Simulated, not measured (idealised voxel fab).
Module name: voxel quadruple lines (process module)
170 nm wide, 5 nm square cells: that's cross-section cut.
If you're reading a cross-section in this doc, picture square cells in a grid; it comes to you as bands, top ones listed first down to the bottom, and a band can be one or more rows of cells.
A band entry consists of two parts. The first gives the height of the band's top and the height of its bottom, in nm. The rest lists the band's materials from left to right, each with its width in nm. A single material labelled with the word "throughout" fills the band from edge to edge, and the word "empty" marks empty space.
A quick word on heights: they are counted from 0, and under that level the wafer as it came to us is one material throughout. The lowest band is different from the rest in having no bottom; it simply continues downward, written as in "top 0, no bottom".
The two numbers in a width such as "30 to 40" mark its ends across the band: the first belongs to the top row of cells, the second to the bottom row, and from each row to the next the width moves by the same amount.
When a step is marked "nothing altered", none of the cells in the cross-section changed during that step.
The list in "Sealed internal voids" covers empty spaces of 8 cells or more that cannot reach the top through any open way, and it gives each as width x height at distance; the distance is from the left edge, and width, height and distance are in nm.
The remark found on a step's line after its settings is issued by the simulator itself and pertains to that step.
overlay nm: right-of-plan distance of the mask on a masked step; negative values mean left-of-plan.

THE FOLLOWING LIST GIVES THE PLANNED PROCESS STEPS
step 1: RECEIVE | material Si
step 2: CONFORMAL_DEP | material SiO2 | thk nm 10
step 3: DIRECTIONAL_DEP | material TiN | thk nm 15
step 4: DIRECTIONAL_DEP | material polySi | thk nm 20
step 5: DIRECTIONAL_DEP | material aC | thk nm 25
step 6: PATTERN | tone cover | mask id MANDREL | material resist | width nm 35 | thk nm 35 | overlay nm 0
step 7: DIRECTIONAL_ETCH | etch materials aC | depth nm 25
step 8: STRIP | etch materials resist
step 9: CONFORMAL_DEP | material SiO2 | thk nm 15
step 10: DIRECTIONAL_ETCH | etch materials SiO2 | depth nm 15
step 11: STRIP | etch materials aC
step 12: DIRECTIONAL_ETCH | etch materials polySi | depth nm 20
step 13: STRIP | etch materials SiO2
step 14: CONFORMAL_DEP | material SiCN | thk nm 10
step 15: DIRECTIONAL_ETCH | etch materials SiCN | depth nm 10
step 16: STRIP | etch materials polySi
step 17: DIRECTIONAL_ETCH | etch materials TiN | depth nm 15
step 18: STRIP | etch materials SiCN
step 19: FILL_DEP | material SiO2 | thk nm 10
step 20: CMP | height nm 25

WAFER AS RECEIVED: CROSS-SECTION FOLLOWING STEP 1
* top 0, no bottom: Si throughout
* Sealed internal voids: none

END-OF-MODULE XS, FIRST OF TWO WAFERS, RUN AS PLANNED
* top 25, bottom 10: 40 of SiO2, then 10 of TiN, then 15 of SiO2, then 10 of TiN, then 15 of SiO2, then 10 of TiN, then 15 of SiO2, then 10 of TiN, then 45 of SiO2
* top 10, bottom 0: SiO2 throughout
* top 0, no bottom: Si throughout
* Sealed internal voids: none

SO THIS IS WAFER NUMBER TWO OF THE TWO, CUT AT THE END OF THE MODULE - IT STARTED WHERE THE FIRST DID AND HAD THE SAME PLAN, WE JUST GOT ONE THING WRONG RUNNING IT
* top 25, bottom 10: 45 of SiO2, then 10 of TiN, then 15 of SiO2, then 10 of TiN, then 5 of SiO2, then 10 of TiN, then 15 of SiO2, then 10 of TiN, then 50 of SiO2
* top 10, bottom 0: SiO2 throughout
* top 0, no bottom: Si throughout
* Sealed internal voids: none
Diagnosis: it should be noted that step 6 was executed with settings other than those planned, the operation and settings actually applied being PATTERN | tone cover | mask id MANDREL | material resist | width nm 25 | thk nm 35 | overlay nm 0
At the close, every material occupies the same number of cells on the second wafer as on the first, only in different positions.
